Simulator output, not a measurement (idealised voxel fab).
process module | voxel ribs on slabs
cross-section cut | 190 nm wide | cells 5 nm
A cross-section is a grid of square cells, given in bands from the top down. A band is one or more rows of cells.
Each band's line starts with the height of the band's top and of its bottom, in nm. Then come its materials from left to right, each with its width in nm. One material with "throughout" fills the band from edge to edge. "air" is empty space.
Height 0 is the level under which the wafer as received is all one material. The lowest band goes on downwards, as in "0 down".
A width such as "30 to 40" changes by the same amount from each row of cells to the next, from the band's top row to its bottom row.
"no change" after a step means that no cell of the cross-section changed.
closed voids: empty space of 8 cells or more with no open way to the top, each as width x height at its distance from the left edge, in nm
after a step's settings: what the simulator itself notes on the step
overlay nm, on a step with a mask: how far to the right of its planned place the mask lay; to the left if negative
plan
1 op RECEIVE | material Si
2 op DIRECTIONAL_DEP | material SiO2 | thk nm 30
3 op DIRECTIONAL_DEP | material polySi | thk nm 20
4 op DIRECTIONAL_DEP | material aC | thk nm 10
5 op PATTERN | tone cover | mask id RIB | material resist | width nm 30 | thk nm 30 | overlay nm 0
6 op DIRECTIONAL_ETCH | etch materials aC | depth nm 10
7 op STRIP | etch materials resist
8 op DIRECTIONAL_ETCH | etch materials polySi | depth nm 5
9 op STRIP | etch materials aC
10 op DIRECTIONAL_DEP | material aC | thk nm 10
11 op PATTERN | tone cover | mask id SLAB | material resist | width nm 80 | thk nm 25 | overlay nm 0
12 op DIRECTIONAL_ETCH | etch materials aC | depth nm 10
13 op STRIP | etch materials resist
14 op DIRECTIONAL_ETCH | etch materials polySi | depth nm 15
15 op STRIP | etch materials aC
16 op FILL_DEP | material SiO2 | thk nm 30
17 op CMP | height nm 70
18 op DIRECTIONAL_DEP | material TiN | thk nm 5
19 op PATTERN | tone cover | mask id HEATER | material resist | width nm 40 | thk nm 20 | overlay nm 0
20 op DIRECTIONAL_ETCH | etch materials TiN | depth nm 5
21 op STRIP | etch materials resist
22 op CONFORMAL_DEP | material SiO2 | thk nm 10
first wafer, as planned
as received, after step 1
  0 down: Si throughout
  closed voids: none
after step 2
  30 to 0: SiO2 throughout
  below 0: unchanged
after step 3
  50 to 30: polySi throughout
  below 30: unchanged
after step 4
  60 to 50: aC throughout
  below 50: unchanged
after step 5
  90 to 60: air 80 | resist 30 | air 80
  below 60: unchanged
after step 6
  80 to 60: air 80 | resist 30 | air 80
  60 to 50: air 80 | aC 30 | air 80
  below 50: unchanged
after step 7
  60 to 50: air 80 | aC 30 | air 80
  below 50: unchanged
after step 8
  60 to 50: air 80 | aC 30 | air 80
  50 to 45: air 80 | polySi 30 | air 80
  below 45: unchanged
after step 9
  50 to 45: air 80 | polySi 30 | air 80
  below 45: unchanged
after step 10
  60 to 55: air 80 | aC 30 | air 80
  55 to 50: aC throughout
  50 to 45: aC 80 | polySi 30 | aC 80
  below 45: unchanged
after step 11
  85 to 60: air 55 | resist 80 | air 55
  60 to 55: air 55 | resist 25 | aC 30 | resist 25 | air 55
  below 55: unchanged
after step 12
  75 to 60: air 55 | resist 80 | air 55
  60 to 55: air 55 | resist 25 | aC 30 | resist 25 | air 55
  55 to 50: air 55 | aC 80 | air 55
  50 to 45: air 55 | aC 25 | polySi 30 | aC 25 | air 55
  below 45: unchanged
after step 13
  60 to 50: air 80 to 55 | aC 30 to 80 | air 80 to 55
  below 50: unchanged
after step 14
  60 to 50: air 80 to 55 | aC 30 to 80 | air 80 to 55
  50 to 45: air 55 | aC 25 | polySi 30 | aC 25 | air 55
  45 to 30: air 55 | polySi 80 | air 55
  below 30: unchanged
after step 15
  50 to 45: air 80 | polySi 30 | air 80
  below 45: unchanged
after step 16
  80 to 50: SiO2 throughout
  50 to 45: SiO2 80 | polySi 30 | SiO2 80
  45 to 30: SiO2 55 | polySi 80 | SiO2 55
  below 30: unchanged
after step 17
  70 to 50: SiO2 throughout
  below 50: unchanged
after step 18
  75 to 70: TiN throughout
  below 70: unchanged
after step 19
  95 to 75: air 75 | resist 40 | air 75
  below 75: unchanged
after step 20
  95 to 75: air 75 | resist 40 | air 75
  75 to 70: air 75 | TiN 40 | air 75
  below 70: unchanged
after step 21
  75 to 70: air 75 | TiN 40 | air 75
  below 70: unchanged
after step 22
  85 to 80: air 65 | SiO2 60 | air 65
  80 to 75: SiO2 throughout
  75 to 70: SiO2 75 | TiN 40 | SiO2 75
  below 70: unchanged
second wafer: like start, like plan, one mistake. Through step 21 it matches the first wafer
when step 22 should have ended: no change
what went wrong: step 22 was left out
at the end the second wafer has, in cells: 80 fewer of SiO2
